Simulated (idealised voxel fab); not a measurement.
The process module presented herein is designated voxel released beams.
Section cut is 230 nm wide and gridded with 5 nm square cells.
Bands, listed from the top down, are how a cross-section gets written in this document; the cross-section itself is a grid of square cells, and a band is one or more rows of them.
Per band: top height and bottom height in nm, followed by the left-to-right materials and their widths in nm; "all across" marks a single material spanning edge to edge, "empty" marks empty space.
Height 0 is the level under which the wafer as received is all one material. The lowest band goes on downwards, as in "0 -> down".
The notation "30->40" denotes a width that varies across the rows of cells in the band, beginning at the first number in the top row, finishing at the second number in the bottom row, and changing by an identical amount from each row to the next.
Given "all unchanged" for a step, no cell of the cross-section differs between before and after that step.
Look at "Catalogued sealed voids" for the closed voids: empty spaces with no open path to the top, sized 8 cells or up. Each is width x height at distance, distance from the left edge, all nm.
Formally, on a step line, whatever follows the settings is a remark that the simulator itself makes on the step.
On any step carrying a mask, the "overlay nm" setting, if present on the step's line, tells how far right of its planned place the mask lay; negative values point to the left.

The process steps that were planned are listed below:
1: RECEIVE,material Si
2: CONFORMAL_DEP,material SiN,thk nm 5
3: DIRECTIONAL_DEP,material SiO2,thk nm 20
4: DIRECTIONAL_DEP,material aC,thk nm 10
5: PATTERN,tone open,mask id ANCHOR,material resist,width nm 25,thk nm 30,overlay nm 0
6: DIRECTIONAL_ETCH,etch materials aC,depth nm 10
7: STRIP,etch materials resist
8: DIRECTIONAL_ETCH,etch materials SiO2,depth nm 20
9: STRIP,etch materials aC
10: CONFORMAL_DEP,material polySi,thk nm 10
11: DIRECTIONAL_DEP,material aC,thk nm 15
12: PATTERN,tone cover,mask id BEAM,material resist,width nm 110,thk nm 30,overlay nm 0
13: DIRECTIONAL_ETCH,etch materials aC,depth nm 15
14: STRIP,etch materials resist
15: DIRECTIONAL_ETCH,etch materials polySi,depth nm 10
16: STRIP,etch materials aC
17: STRIP,etch materials SiO2

This is the cross-section of the wafer as we received it, i.e. after step 1:
  0 -> down = Si all across
  Catalogued sealed voids: none

Wafer at module end, in section. Began as above, planned as above, run with one mistake:
  35 -> 25 = empty (55) / polySi (15) / empty (10) / polySi (85) / empty (65)
  25 -> 15 = empty (60) / polySi (10) / empty (10) / polySi (10) / empty (140)
  15 -> 5 = empty (60) / polySi (30) / empty (140)
  5 -> 0 = SiN all across
  0 -> down = Si all across
  Catalogued sealed voids: none
So what did we get wrong on this run? off-plan run, step 5, actual operation and settings PATTERN,tone open,mask id ANCHOR,material resist,width nm 30,thk nm 30,overlay nm 0
